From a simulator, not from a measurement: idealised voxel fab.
Documented hereafter: the process module known as voxel transistor to metal.
The cross-section shown here is cut; it is 295 nm wide and divided into square cells measuring 5 nm on a side.
If you're reading a cross-section in this doc, picture square cells in a grid; it comes to you as bands, top ones listed first down to the bottom, and a band can be one or more rows of cells.
Each band's line starts with the height of the band's top and of its bottom, in nm. Then come its materials from left to right, each with its width in nm. One material with "edge to edge" fills the band from edge to edge. "empty" is empty space.
A quick word on heights: they are counted from 0, and under that level the wafer as it came to us is one material throughout. The lowest band is different from the rest in having no bottom; it simply continues downward, written as in "0 and below".
Think of "30 to 40" as a width that walks from the first number to the second as you go down the band, top row to bottom row, taking equal-sized steps from row to row.
Any step labelled "identical to before" changed none of the cells in the cross-section.
This entry, "Closed void entries", enumerates those empty regions of no fewer than 8 cells that possess no open connection to the top. Each region is reported in the form width x height at distance, the distance being taken from the left edge, with all three quantities expressed in nm.
Heads up: the bit after the settings on a step's line is the simulator's remark on that step.
overlay nm: for a step with a mask, the amount by which the mask lay right of where it was planned; a negative amount means left of it.
Note: before/after cross-section pairs follow, one process step per pair, after-side truncated at the lowest changed band, step and settings given beneath. Different runs of this module on the same starting wafer may supply the pairs; a pair continues the one above only where the "Cross-section, before" entry says so.

Cross-section, before:
    35 down to 30  30 TiN | 5 W | 80 TiN | 5 W | 50 TiN | 5 W | 80 TiN | 5 W | 35 TiN
    30 down to 15  25 SiO2 | 5 TiN | 5 W | 5 TiN | 70 SiO2 | 5 TiN | 5 W | 5 TiN | 40 SiO2 | 5 TiN | 5 W | 5 TiN | 70 SiO2 | 5 TiN | 5 W | 5 TiN | 30 SiO2
    15 down to 10  25 SiO2 | 5 TiN | 5 W | 5 TiN | 5 SiO2 | 10 SiN | 5 HfO2 | 5 TiN | 20 W | 5 TiN | 5 HfO2 | 10 SiN | 5 SiO2 | 5 TiN | 5 W | 5 TiN | 40 SiO2 | 5 TiN | 5 W | 5 TiN | 5 SiO2 | 10 SiN | 5 HfO2 | 5 TiN | 20 W | 5 TiN | 5 HfO2 | 10 SiN | 5 SiO2 | 5 TiN | 5 W | 5 TiN | 30 SiO2
    10 down to 5  25 SiO2 | 15 TiN | 5 SiO2 | 10 SiN | 5 HfO2 | 5 TiN | 20 W | 5 TiN | 5 HfO2 | 10 SiN | 5 SiO2 | 15 TiN | 40 SiO2 | 15 TiN | 5 SiO2 | 10 SiN | 5 HfO2 | 5 TiN | 20 W | 5 TiN | 5 HfO2 | 10 SiN | 5 SiO2 | 15 TiN | 30 SiO2
    5 down to 0  20 SiO2 | 10 SiN | 15 nSi | 10 SiN | 5 HfO2 | 30 TiN | 5 HfO2 | 10 SiN | 15 nSi | 10 SiN | 30 SiO2 | 10 SiN | 15 nSi | 10 SiN | 5 HfO2 | 30 TiN | 5 HfO2 | 10 SiN | 15 nSi | 10 SiN | 25 SiO2
    0 down to -5  30 SiO2 | 15 nSi | 10 SiO2 | 40 HfO2 | 10 SiO2 | 15 nSi | 50 SiO2 | 15 nSi | 10 SiO2 | 40 HfO2 | 10 SiO2 | 15 nSi | 35 SiO2
    -5 down to -15  20 SiO2 | 10 Si | 15 nSi | 60 Si | 15 nSi | 10 Si | 30 SiO2 | 10 Si | 15 nSi | 60 Si | 15 nSi | 10 Si | 25 SiO2
    -15 down to -35  20 SiO2 | 110 Si | 30 SiO2 | 110 Si | 25 SiO2
    -35 and below  Si edge to edge
    Closed void entries: none

Cross-Section After Step:
    40 down to 35  TiN edge to edge
    below 35: unchanged
    Closed void entries: none
What step was run between the cross-section before it and the cross-section after it, both above? op DIRECTIONAL_DEP | material TiN | thk nm 5

Cross-section, before: Please consult the pair immediately above; the cross-section it shows after its step is the state before this step.

Cross-Section After Step:
    60 down to 40  W edge to edge
    below 40: unchanged
    Closed void entries: none
What step was run between the cross-section before it and the cross-section after it, both above? op DIRECTIONAL_DEP | material W | thk nm 20

Cross-section, before: Please consult the pair immediately above; the cross-section it shows after its step is the state before this step.

Cross-Section After Step:
    70 down to 60  aC edge to edge
    below 60: unchanged
    Closed void entries: none
What step was run between the cross-section before it and the cross-section after it, both above? op DIRECTIONAL_DEP | material aC | thk nm 10

Cross-section, before: Please consult the pair immediately above; the cross-section it shows after its step is the state before this step.

Cross-Section After Step:
    95 down to 70  25 empty | 15 resist | 70 empty | 15 resist | 40 empty | 15 resist | 70 empty | 15 resist | 30 empty
    below 70: unchanged
    Closed void entries: none
What step was run between the cross-section before it and the cross-section after it, both above? op PATTERN | tone cover | mask id METAL_1 | material resist | width nm 15 | thk nm 25 | overlay nm 0

Cross-section, before: Please consult the pair immediately above; the cross-section it shows after its step is the state before this step.

Cross-Section After Step:
    85 down to 70  25 empty | 15 resist | 70 empty | 15 resist | 40 empty | 15 resist | 70 empty | 15 resist | 30 empty
    70 down to 60  25 empty | 15 aC | 70 empty | 15 aC | 40 empty | 15 aC | 70 empty | 15 aC | 30 empty
    below 60: unchanged
    Closed void entries: none
What step was run between the cross-section before it and the cross-section after it, both above? op DIRECTIONAL_ETCH | etch materials aC | depth nm 10

Cross-section, before: Please consult the pair immediately above; the cross-section it shows after its step is the state before this step.

Cross-Section After Step:
    70 down to 60  25 empty | 15 aC | 70 empty | 15 aC | 40 empty | 15 aC | 70 empty | 15 aC | 30 empty
    below 60: unchanged
    Closed void entries: none
What step was run between the cross-section before it and the cross-section after it, both above? op STRIP | etch materials resist

Cross-section, before: Please consult the pair immediately above; the cross-section it shows after its step is the state before this step.

Cross-Section After Step:
    70 down to 60  25 empty | 15 aC | 70 empty | 15 aC | 40 empty | 15 aC | 70 empty | 15 aC | 30 empty
    60 down to 40  25 empty | 15 W | 70 empty | 15 W | 40 empty | 15 W | 70 empty | 15 W | 30 empty
    below 40: unchanged
    Closed void entries: none
What step was run between the cross-section before it and the cross-section after it, both above? op DIRECTIONAL_ETCH | etch materials W | depth nm 20

Cross-section, before: Please consult the pair immediately above; the cross-section it shows after its step is the state before this step.

Cross-Section After Step:
    70 down to 60  25 empty | 15 aC | 70 empty | 15 aC | 40 empty | 15 aC | 70 empty | 15 aC | 30 empty
    60 down to 40  25 empty | 15 W | 70 empty | 15 W | 40 empty | 15 W | 70 empty | 15 W | 30 empty
    40 down to 35  25 empty | 15 TiN | 70 empty | 15 TiN | 40 empty | 15 TiN | 70 empty | 15 TiN | 30 empty
    below 35: unchanged
    Closed void entries: none
What step was run between the cross-section before it and the cross-section after it, both above? op DIRECTIONAL_ETCH | etch materials TiN | depth nm 5

Cross-section, before: Please consult the pair immediately above; the cross-section it shows after its step is the state before this step.

Cross-Section After Step:
    60 down to 40  25 empty | 15 W | 70 empty | 15 W | 40 empty | 15 W | 70 empty | 15 W | 30 empty
    below 40: unchanged
    Closed void entries: none
What step was run between the cross-section before it and the cross-section after it, both above? op STRIP | etch materials aC

Cross-section, before: Please consult the pair immediately above; the cross-section it shows after its step is the state before this step.

Cross-Section After Step:
    70 down to 60  lowk edge to edge
    60 down to 40  25 lowk | 15 W | 70 lowk | 15 W | 40 lowk | 15 W | 70 lowk | 15 W | 30 lowk
    40 down to 35  25 lowk | 15 TiN | 70 lowk | 15 TiN | 40 lowk | 15 TiN | 70 lowk | 15 TiN | 30 lowk
    below 35: unchanged
    Closed void entries: none
What step was run between the cross-section before it and the cross-section after it, both above? op FILL_DEP | material lowk | thk nm 10

Cross-section, before: Please consult the pair immediately above; the cross-section it shows after its step is the state before this step.

Cross-Section After Step:
    60 down to 40  25 lowk | 15 W | 70 lowk | 15 W | 40 lowk | 15 W | 70 lowk | 15 W | 30 lowk
    below 40: unchanged
    Closed void entries: none
What step was run between the cross-section before it and the cross-section after it, both above? op CMP | height nm 60

Cross-section, before: Please consult the pair immediately above; the cross-section it shows after its step is the state before this step.

Cross-Section After Step:
    65 down to 60  SiCN edge to edge
    below 60: unchanged
    Closed void entries: none
What step was run between the cross-section before it and the cross-section after it, both above? op CONFORMAL_DEP | material SiCN | thk nm 5

Cross-section, before: Please consult the pair immediately above; the cross-section it shows after its step is the state before this step.

Cross-Section After Step:
    100 down to 65  lowk edge to edge
    below 65: unchanged
    Closed void entries: none
What step was run between the cross-section before it and the cross-section after it, both above? op DIRECTIONAL_DEP | material lowk | thk nm 35

Cross-section, before: Please consult the pair immediately above; the cross-section it shows after its step is the state before this step.

Cross-Section After Step:
    100 down to 80  25 lowk | 15 empty | 125 lowk | 15 empty | 115 lowk
    below 80: unchanged
    Closed void entries: none
What step was run between the cross-section before it and the cross-section after it, both above? op MASKED_ETCH | tone open | mask id METAL_2 | width nm 15 | pitch nm 140 | etch materials lowk | depth nm 20 | overlay nm 0

Cross-section, before: Please consult the pair immediately above; the cross-section it shows after its step is the state before this step.

Cross-Section After Step:
    120 down to 100  25 resist | 15 empty | 125 resist | 15 empty | 115 resist
    below 100: unchanged
    Closed void entries: none
What step was run between the cross-section before it and the cross-section after it, both above? op PATTERN | tone open | mask id METAL_2_HOLES | material resist | width nm 15 | pitch nm 140 | thk nm 20 | overlay nm 0

Cross-section, before: Please consult the pair immediately above; the cross-section it shows after its step is the state before this step.

Cross-Section After Step:
    120 down to 100  25 resist | 15 empty | 125 resist | 15 empty | 115 resist
    100 down to 65  25 lowk | 15 empty | 125 lowk | 15 empty | 115 lowk
    below 65: unchanged
    Closed void entries: none
What step was run between the cross-section before it and the cross-section after it, both above? op DIRECTIONAL_ETCH | etch materials lowk | depth nm 15

Cross-section, before: Please consult the pair immediately above; the cross-section it shows after its step is the state before this step.

Cross-Section After Step:
    120 down to 100  25 resist | 15 empty | 125 resist | 15 empty | 115 resist
    100 down to 65  25 lowk | 15 empty | 125 lowk | 15 empty | 115 lowk
    65 down to 60  25 SiCN | 15 empty | 125 SiCN | 15 empty | 115 SiCN
    below 60: unchanged
    Closed void entries: none
What step was run between the cross-section before it and the cross-section after it, both above? op DIRECTIONAL_ETCH | etch materials SiCN | depth nm 5

Cross-section, before: Please consult the pair immediately above; the cross-section it shows after its step is the state before this step.

Cross-Section After Step:
    100 down to 65  25 lowk | 15 empty | 125 lowk | 15 empty | 115 lowk
    below 65: unchanged
    Closed void entries: none
What step was run between the cross-section before it and the cross-section after it, both above? op STRIP | etch materials resist

Cross-section, before: Please consult the pair immediately above; the cross-section it shows after its step is the state before this step.

Cross-Section After Step:
    105 down to 100  30 TiN | 5 empty | 135 TiN | 5 empty | 120 TiN
    100 down to 65  25 lowk | 5 TiN | 5 empty | 5 TiN | 125 lowk | 5 TiN | 5 empty | 5 TiN | 115 lowk
    65 down to 60  25 SiCN | 15 TiN | 125 SiCN | 15 TiN | 115 SiCN
    below 60: unchanged
    Closed void entries: none
What step was run between the cross-section before it and the cross-section after it, both above? op CONFORMAL_DEP | material TiN | thk nm 5

Cross-section, before: Please consult the pair immediately above; the cross-section it shows after its step is the state before this step.

Cross-Section After Step:
    110 down to 105  Ru edge to edge
    105 down to 100  30 TiN | 5 Ru | 135 TiN | 5 Ru | 120 TiN
    100 down to 65  25 lowk | 5 TiN | 5 Ru | 5 TiN | 125 lowk | 5 TiN | 5 Ru | 5 TiN | 115 lowk
    below 65: unchanged
    Closed void entries: none
What step was run between the cross-section before it and the cross-section after it, both above? op FILL_DEP | material Ru | thk nm 5

Cross-section, before: Please consult the pair immediately above; the cross-section it shows after its step is the state before this step.

Cross-Section After Step:
    100 down to 65  25 lowk | 5 TiN | 5 Ru | 5 TiN | 125 lowk | 5 TiN | 5 Ru | 5 TiN | 115 lowk
    below 65: unchanged
    Closed void entries: none
What step was run between the cross-section before it and the cross-section after it, both above? op CMP | height nm 100

Cross-section, before: Please consult the pair immediately above; the cross-section it shows after its step is the state before this step.

Cross-Section After Step:
    105 down to 100  SiCN edge to edge
    below 100: unchanged
    Closed void entries: none
What step was run between the cross-section before it and the cross-section after it, both above? op CONFORMAL_DEP | material SiCN | thk nm 5

Cross-section, before:
    100 down to 65  lowk edge to edge
    65 down to 60  SiCN edge to edge
    60 down to 40  25 lowk | 15 W | 70 lowk | 15 W | 40 lowk | 15 W | 70 lowk | 15 W | 30 lowk
    40 down to 35  25 lowk | 15 TiN | 70 lowk | 15 TiN | 40 lowk | 15 TiN | 70 lowk | 15 TiN | 30 lowk
    35 down to 20  25 SiO2 | 5 TiN | 5 W | 5 TiN | 70 SiO2 | 5 TiN | 5 W | 5 TiN | 40 SiO2 | 5 TiN | 5 W | 5 TiN | 70 SiO2 | 5 TiN | 5 W | 5 TiN | 30 SiO2
    20 down to 10  25 SiO2 | 5 TiN | 5 W | 5 TiN | 5 SiO2 | 10 SiN | 5 HfO2 | 5 TiN | 20 W | 5 TiN | 5 HfO2 | 10 SiN | 5 SiO2 | 5 TiN | 5 W | 5 TiN | 40 SiO2 | 5 TiN | 5 W | 5 TiN | 5 SiO2 | 10 SiN | 5 HfO2 | 5 TiN | 20 W | 5 TiN | 5 HfO2 | 10 SiN | 5 SiO2 | 5 TiN | 5 W | 5 TiN | 30 SiO2
    10 down to 5  25 SiO2 | 15 TiN | 5 SiO2 | 10 SiN | 5 HfO2 | 5 TiN | 20 W | 5 TiN | 5 HfO2 | 10 SiN | 5 SiO2 | 15 TiN | 40 SiO2 | 15 TiN | 5 SiO2 | 10 SiN | 5 HfO2 | 5 TiN | 20 W | 5 TiN | 5 HfO2 | 10 SiN | 5 SiO2 | 15 TiN | 30 SiO2
    5 down to 0  20 SiO2 | 10 SiN | 15 nSi | 10 SiN | 5 HfO2 | 30 TiN | 5 HfO2 | 10 SiN | 15 nSi | 10 SiN | 30 SiO2 | 10 SiN | 15 nSi | 10 SiN | 5 HfO2 | 30 TiN | 5 HfO2 | 10 SiN | 15 nSi | 10 SiN | 25 SiO2
    0 down to -5  30 SiO2 | 15 nSi | 10 SiO2 | 40 HfO2 | 10 SiO2 | 15 nSi | 50 SiO2 | 15 nSi | 10 SiO2 | 40 HfO2 | 10 SiO2 | 15 nSi | 35 SiO2
    -5 down to -15  20 SiO2 | 10 Si | 15 nSi | 60 Si | 15 nSi | 10 Si | 30 SiO2 | 10 Si | 15 nSi | 60 Si | 15 nSi | 10 Si | 25 SiO2
    -15 down to -35  20 SiO2 | 110 Si | 30 SiO2 | 110 Si | 25 SiO2
    -35 and below  Si edge to edge
    Closed void entries: none

Cross-Section After Step:
    100 down to 80  20 lowk | 25 empty | 115 lowk | 25 empty | 110 lowk
    below 80: unchanged
    Closed void entries: none
What step was run between the cross-section before it and the cross-section after it, both above? op MASKED_ETCH | tone open | mask id METAL_2 | width nm 25 | pitch nm 140 | etch materials lowk | depth nm 20 | overlay nm 0

Cross-section, before: Please consult the pair immediately above; the cross-section it shows after its step is the state before this step.

Cross-Section After Step:
    120 down to 100  25 resist | 15 empty | 125 resist | 15 empty | 115 resist
    100 down to 80  20 lowk | 5 resist | 15 empty | 5 resist | 115 lowk | 5 resist | 15 empty | 5 resist | 110 lowk
    below 80: unchanged
    Closed void entries: none
What step was run between the cross-section before it and the cross-section after it, both above? op PATTERN | tone open | mask id METAL_2_HOLES | material resist | width nm 15 | pitch nm 140 | thk nm 20 | overlay nm 0

Cross-section, before: Please consult the pair immediately above; the cross-section it shows after its step is the state before this step.

Cross-Section After Step:
    120 down to 100  25 resist | 15 empty | 125 resist | 15 empty | 115 resist
    100 down to 80  20 lowk | 5 resist | 15 empty | 5 resist | 115 lowk | 5 resist | 15 empty | 5 resist | 110 lowk
    80 down to 65  25 lowk | 15 empty | 125 lowk | 15 empty | 115 lowk
    below 65: unchanged
    Closed void entries: none
What step was run between the cross-section before it and the cross-section after it, both above? op DIRECTIONAL_ETCH | etch materials lowk | depth nm 15

Cross-section, before: Please consult the pair immediately above; the cross-section it shows after its step is the state before this step.

Cross-Section After Step:
    120 down to 100  25 resist | 15 empty | 125 resist | 15 empty | 115 resist
    100 down to 80  20 lowk | 5 resist | 15 empty | 5 resist | 115 lowk | 5 resist | 15 empty | 5 resist | 110 lowk
    80 down to 65  25 lowk | 15 empty | 125 lowk | 15 empty | 115 lowk
    65 down to 60  25 SiCN | 15 empty | 125 SiCN | 15 empty | 115 SiCN
    below 60: unchanged
    Closed void entries: none
What step was run between the cross-section before it and the cross-section after it, both above? op DIRECTIONAL_ETCH | etch materials SiCN | depth nm 5

Cross-section, before: Please consult the pair immediately above; the cross-section it shows after its step is the state before this step.

Cross-Section After Step:
    100 down to 80  20 lowk | 25 empty | 115 lowk | 25 empty | 110 lowk
    below 80: unchanged
    Closed void entries: none
What step was run between the cross-section before it and the cross-section after it, both above? op STRIP | etch materials resist

Cross-section, before: Please consult the pair immediately above; the cross-section it shows after its step is the state before this step.

Cross-Section After Step:
    105 down to 100  25 TiN | 15 empty | 125 TiN | 15 empty | 115 TiN
    100 down to 85  20 lowk | 5 TiN | 15 empty | 5 TiN | 115 lowk | 5 TiN | 15 empty | 5 TiN | 110 lowk
    85 down to 80  20 lowk | 10 TiN | 5 empty | 10 TiN | 115 lowk | 10 TiN | 5 empty | 10 TiN | 110 lowk
    80 down to 65  25 lowk | 5 TiN | 5 empty | 5 TiN | 125 lowk | 5 TiN | 5 empty | 5 TiN | 115 lowk
    65 down to 60  25 SiCN | 15 TiN | 125 SiCN | 15 TiN | 115 SiCN
    below 60: unchanged
    Closed void entries: none
What step was run between the cross-section before it and the cross-section after it, both above? op CONFORMAL_DEP | material TiN | thk nm 5

Cross-section, before: Please consult the pair immediately above; the cross-section it shows after its step is the state before this step.

Cross-Section After Step:
    110 down to 105  Ru edge to edge
    105 down to 100  25 TiN | 15 Ru | 125 TiN | 15 Ru | 115 TiN
    100 down to 85  20 lowk | 5 TiN | 15 Ru | 5 TiN | 115 lowk | 5 TiN | 15 Ru | 5 TiN | 110 lowk
    85 down to 80  20 lowk | 10 TiN | 5 Ru | 10 TiN | 115 lowk | 10 TiN | 5 Ru | 10 TiN | 110 lowk
    80 down to 65  25 lowk | 5 TiN | 5 Ru | 5 TiN | 125 lowk | 5 TiN | 5 Ru | 5 TiN | 115 lowk
    below 65: unchanged
    Closed void entries: none
What step was run between the cross-section before it and the cross-section after it, both above? op FILL_DEP | material Ru | thk nm 5

Cross-section, before: Please consult the pair immediately above; the cross-section it shows after its step is the state before this step.

Cross-Section After Step:
    100 down to 85  20 lowk | 5 TiN | 15 Ru | 5 TiN | 115 lowk | 5 TiN | 15 Ru | 5 TiN | 110 lowk
    below 85: unchanged
    Closed void entries: none
What step was run between the cross-section before it and the cross-section after it, both above? op CMP | height nm 100

Cross-section, before: Please consult the pair immediately above; the cross-section it shows after its step is the state before this step.

Cross-Section After Step:
    105 down to 100  SiCN edge to edge
    below 100: unchanged
    Closed void entries: none
What step was run between the cross-section before it and the cross-section after it, both above? op CONFORMAL_DEP | material SiCN | thk nm 5

Cross-section, before:
    45 down to 40  15 SiCN | 120 empty | 20 SiCN | 120 empty | 20 SiCN
    40 down to 30  SiCN edge to edge
    30 down to 25  15 polySi | 120 SiCN | 20 polySi | 120 SiCN | 20 polySi
    25 down to 5  polySi edge to edge
    5 down to 0  15 SiO2 | 120 polySi | 20 SiO2 | 120 polySi | 20 SiO2
    0 down to -5  SiO2 edge to edge
    -5 down to -35  20 SiO2 | 110 Si | 30 SiO2 | 110 Si | 25 SiO2
    -35 and below  Si edge to edge
    Closed void entries: none

Cross-Section After Step:
    65 down to 45  70 empty | 30 resist | 110 empty | 30 resist | 55 empty
    45 down to 40  15 SiCN | 55 empty | 30 resist | 35 empty | 20 SiCN | 55 empty | 30 resist | 35 empty | 20 SiCN
    below 40: unchanged
    Closed void entries: none
What step was run between the cross-section before it and the cross-section after it, both above? op PATTERN | tone cover | mask id GATE | material resist | width nm 30 | pitch nm 140 | thk nm 20 | overlay nm 10

Cross-section, before: Please consult the pair immediately above; the cross-section it shows after its step is the state before this step.

Cross-Section After Step:
    65 down to 40  70 empty | 30 resist | 110 empty | 30 resist | 55 empty
    40 down to 30  70 empty | 30 SiCN | 110 empty | 30 SiCN | 55 empty
    30 down to 25  15 polySi | 55 empty | 30 SiCN | 35 empty | 20 polySi | 55 empty | 30 SiCN | 35 empty | 20 polySi
    below 25: unchanged
    Closed void entries: none
What step was run between the cross-section before it and the cross-section after it, both above? op DIRECTIONAL_ETCH | etch materials SiCN | depth nm 25

Cross-section, before: Please consult the pair immediately above; the cross-section it shows after its step is the state before this step.

Cross-Section After Step:
    65 down to 40  70 empty | 30 resist | 110 empty | 30 resist | 55 empty
    40 down to 25  70 empty | 30 SiCN | 110 empty | 30 SiCN | 55 empty
    25 down to 5  70 empty | 30 polySi | 110 empty | 30 polySi | 55 empty
    5 down to 0  15 SiO2 | 55 empty | 30 polySi | 35 empty | 20 SiO2 | 55 empty | 30 polySi | 35 empty | 20 SiO2
    below 0: unchanged
    Closed void entries: none
What step was run between the cross-section before it and the cross-section after it, both above? op DIRECTIONAL_ETCH | etch materials polySi | depth nm 35

Cross-section, before: Please consult the pair immediately above; the cross-section it shows after its step is the state before this step.

Cross-Section After Step:
    40 down to 25  70 empty | 30 SiCN | 110 empty | 30 SiCN | 55 empty
    below 25: unchanged
    Closed void entries: none
What step was run between the cross-section before it and the cross-section after it, both above? op STRIP | etch materials resist

Cross-section, before: Please consult the pair immediately above; the cross-section it shows after its step is the state before this step.

Cross-Section After Step:
    45 down to 40  65 empty | 40 SiO2 | 100 empty | 40 SiO2 | 50 empty
    40 down to 25  65 empty | 5 SiO2 | 30 SiCN | 5 SiO2 | 100 empty | 5 SiO2 | 30 SiCN | 5 SiO2 | 50 empty
    25 down to 10  65 empty | 5 SiO2 | 30 polySi | 5 SiO2 | 100 empty | 5 SiO2 | 30 polySi | 5 SiO2 | 50 empty
    10 down to 5  20 SiO2 | 45 empty | 5 SiO2 | 30 polySi | 5 SiO2 | 25 empty | 30 SiO2 | 45 empty | 5 SiO2 | 30 polySi | 5 SiO2 | 25 empty | 25 SiO2
    5 down to 0  70 SiO2 | 30 polySi | 110 SiO2 | 30 polySi | 55 SiO2
    below 0: unchanged
    Closed void entries: none
What step was run between the cross-section before it and the cross-section after it, both above? op CONFORMAL_DEP | material SiO2 | thk nm 5

Cross-section, before: Please consult the pair immediately above; the cross-section it shows after its step is the state before this step.

Cross-Section After Step:
    40 down to 25  65 empty | 5 SiO2 | 30 SiCN | 5 SiO2 | 100 empty | 5 SiO2 | 30 SiCN | 5 SiO2 | 50 empty
    25 down to 5  65 empty | 5 SiO2 | 30 polySi | 5 SiO2 | 100 empty | 5 SiO2 | 30 polySi | 5 SiO2 | 50 empty
    5 down to 0  20 SiO2 | 45 empty | 5 SiO2 | 30 polySi | 5 SiO2 | 25 empty | 30 SiO2 | 45 empty | 5 SiO2 | 30 polySi | 5 SiO2 | 25 empty | 25 SiO2
    below 0: unchanged
    Closed void entries: none
What step was run between the cross-section before it and the cross-section after it, both above? op DIRECTIONAL_ETCH | etch materials SiO2 | depth nm 5

Cross-section, before: Please consult the pair immediately above; the cross-section it shows after its step is the state before this step.

Cross-Section After Step:
    50 down to 40  55 empty | 60 SiN | 80 empty | 60 SiN | 40 empty
    40 down to 25  55 empty | 10 SiN | 5 SiO2 | 30 SiCN | 5 SiO2 | 10 SiN | 80 empty | 10 SiN | 5 SiO2 | 30 SiCN | 5 SiO2 | 10 SiN | 40 empty
    25 down to 15  55 empty | 10 SiN | 5 SiO2 | 30 polySi | 5 SiO2 | 10 SiN | 80 empty | 10 SiN | 5 SiO2 | 30 polySi | 5 SiO2 | 10 SiN | 40 empty
    15 down to 10  30 SiN | 25 empty | 10 SiN | 5 SiO2 | 30 polySi | 5 SiO2 | 10 SiN | 5 empty | 50 SiN | 25 empty | 10 SiN | 5 SiO2 | 30 polySi | 5 SiO2 | 10 SiN | 5 empty | 35 SiN
    10 down to 5  65 SiN | 5 SiO2 | 30 polySi | 5 SiO2 | 100 SiN | 5 SiO2 | 30 polySi | 5 SiO2 | 50 SiN
    5 down to 0  20 SiO2 | 45 SiN | 5 SiO2 | 30 polySi | 5 SiO2 | 25 SiN | 30 SiO2 | 45 SiN | 5 SiO2 | 30 polySi | 5 SiO2 | 25 SiN | 25 SiO2
    below 0: unchanged
    Closed void entries: none
What step was run between the cross-section before it and the cross-section after it, both above? op CONFORMAL_DEP | material SiN | thk nm 10

Cross-section, before: Please consult the pair immediately above; the cross-section it shows after its step is the state before this step.

Cross-Section After Step:
    40 down to 25  55 empty | 10 SiN | 5 SiO2 | 30 SiCN | 5 SiO2 | 10 SiN | 80 empty | 10 SiN | 5 SiO2 | 30 SiCN | 5 SiO2 | 10 SiN | 40 empty
    25 down to 5  55 empty | 10 SiN | 5 SiO2 | 30 polySi | 5 SiO2 | 10 SiN | 80 empty | 10 SiN | 5 SiO2 | 30 polySi | 5 SiO2 | 10 SiN | 40 empty
    5 down to 0  20 SiO2 | 10 SiN | 25 empty | 10 SiN | 5 SiO2 | 30 polySi | 5 SiO2 | 10 SiN | 5 empty | 10 SiN | 30 SiO2 | 10 SiN | 25 empty | 10 SiN | 5 SiO2 | 30 polySi | 5 SiO2 | 10 SiN | 5 empty | 10 SiN | 25 SiO2
    below 0: unchanged
    Closed void entries: none
What step was run between the cross-section before it and the cross-section after it, both above? op DIRECTIONAL_ETCH | etch materials SiN | depth nm 10

Cross-section, before: Please consult the pair immediately above; the cross-section it shows after its step is the state before this step.

Cross-Section After Step:
    40 down to 35  55 empty | 10 SiN | 5 empty | 30 SiCN | 5 empty | 10 SiN | 80 empty | 10 SiN | 5 empty | 30 SiCN | 5 empty | 10 SiN | 40 empty
    35 down to 25  55 empty | 10 SiN | 5 SiO2 | 30 SiCN | 5 SiO2 | 10 SiN | 80 empty | 10 SiN | 5 SiO2 | 30 SiCN | 5 SiO2 | 10 SiN | 40 empty
    25 down to 5  55 empty | 10 SiN | 5 SiO2 | 30 polySi | 5 SiO2 | 10 SiN | 80 empty | 10 SiN | 5 SiO2 | 30 polySi | 5 SiO2 | 10 SiN | 40 empty
    5 down to 0  20 empty | 10 SiN | 25 empty | 10 SiN | 5 SiO2 | 30 polySi | 5 SiO2 | 10 SiN | 5 empty | 10 SiN | 30 empty | 10 SiN | 25 empty | 10 SiN | 5 SiO2 | 30 polySi | 5 SiO2 | 10 SiN | 5 empty | 10 SiN | 25 empty
    0 down to -5  30 SiO2 | 25 empty | 60 SiO2 | 5 empty | 50 SiO2 | 25 empty | 60 SiO2 | 5 empty | 35 SiO2
    below -5: unchanged
    Closed void entries: none
What step was run between the cross-section before it and the cross-section after it, both above? op DIRECTIONAL_ETCH | etch materials SiO2 | depth nm 5

Cross-section, before: Please consult the pair immediately above; the cross-section it shows after its step is the state before this step.

Cross-Section After Step:
    40 down to 35  55 empty | 10 SiN | 5 empty | 30 SiCN | 5 empty | 10 SiN | 80 empty | 10 SiN | 5 empty | 30 SiCN | 5 empty | 10 SiN | 40 empty
    35 down to 25  55 empty | 10 SiN | 5 SiO2 | 30 SiCN | 5 SiO2 | 10 SiN | 80 empty | 10 SiN | 5 SiO2 | 30 SiCN | 5 SiO2 | 10 SiN | 40 empty
    25 down to 5  55 empty | 10 SiN | 5 SiO2 | 30 polySi | 5 SiO2 | 10 SiN | 80 empty | 10 SiN | 5 SiO2 | 30 polySi | 5 SiO2 | 10 SiN | 40 empty
    5 down to 0  20 empty | 10 SiN | 25 empty | 10 SiN | 5 SiO2 | 30 polySi | 5 SiO2 | 10 SiN | 5 empty | 10 SiN | 30 empty | 10 SiN | 25 empty | 10 SiN | 5 SiO2 | 30 polySi | 5 SiO2 | 10 SiN | 5 empty | 10 SiN | 25 empty
    0 down to -5  30 SiO2 | 25 empty | 60 SiO2 | 5 empty | 50 SiO2 | 25 empty | 60 SiO2 | 5 empty | 35 SiO2
    -5 down to -15  20 SiO2 | 10 Si | 25 empty | 60 Si | 5 empty | 10 Si | 30 SiO2 | 10 Si | 25 empty | 60 Si | 5 empty | 10 Si | 25 SiO2
    below -15: unchanged
    Closed void entries: none
What step was run between the cross-section before it and the cross-section after it, both above? op DIRECTIONAL_ETCH | etch materials Si | depth nm 10

Cross-section, before: Please consult the pair immediately above; the cross-section it shows after its step is the state before this step.

Cross-Section After Step:
    40 down to 35  55 empty | 10 SiN | 5 empty | 30 SiCN | 5 empty | 10 SiN | 80 empty | 10 SiN | 5 empty | 30 SiCN | 5 empty | 10 SiN | 40 empty
    35 down to 25  55 empty | 10 SiN | 5 SiO2 | 30 SiCN | 5 SiO2 | 10 SiN | 80 empty | 10 SiN | 5 SiO2 | 30 SiCN | 5 SiO2 | 10 SiN | 40 empty
    25 down to 5  55 empty | 10 SiN | 5 SiO2 | 30 polySi | 5 SiO2 | 10 SiN | 80 empty | 10 SiN | 5 SiO2 | 30 polySi | 5 SiO2 | 10 SiN | 40 empty
    5 down to 0  20 empty | 10 SiN | 10 nSi | 5 empty | 10 nSi | 10 SiN | 5 SiO2 | 30 polySi | 5 SiO2 | 10 SiN | 5 nSi | 10 SiN | 30 empty | 10 SiN | 10 nSi | 5 empty | 10 nSi | 10 SiN | 5 SiO2 | 30 polySi | 5 SiO2 | 10 SiN | 5 nSi | 10 SiN | 25 empty
    0 down to -5  30 SiO2 | 10 nSi | 5 empty | 10 nSi | 60 SiO2 | 5 nSi | 50 SiO2 | 10 nSi | 5 empty | 10 nSi | 60 SiO2 | 5 nSi | 35 SiO2
    -5 down to -15  20 SiO2 | 10 Si | 25 nSi | 60 Si | 5 nSi | 10 Si | 30 SiO2 | 10 Si | 25 nSi | 60 Si | 5 nSi | 10 Si | 25 SiO2
    below -15: unchanged
    Closed void entries: none
What step was run between the cross-section before it and the cross-section after it, both above? op EPI | material nSi | thk nm 10
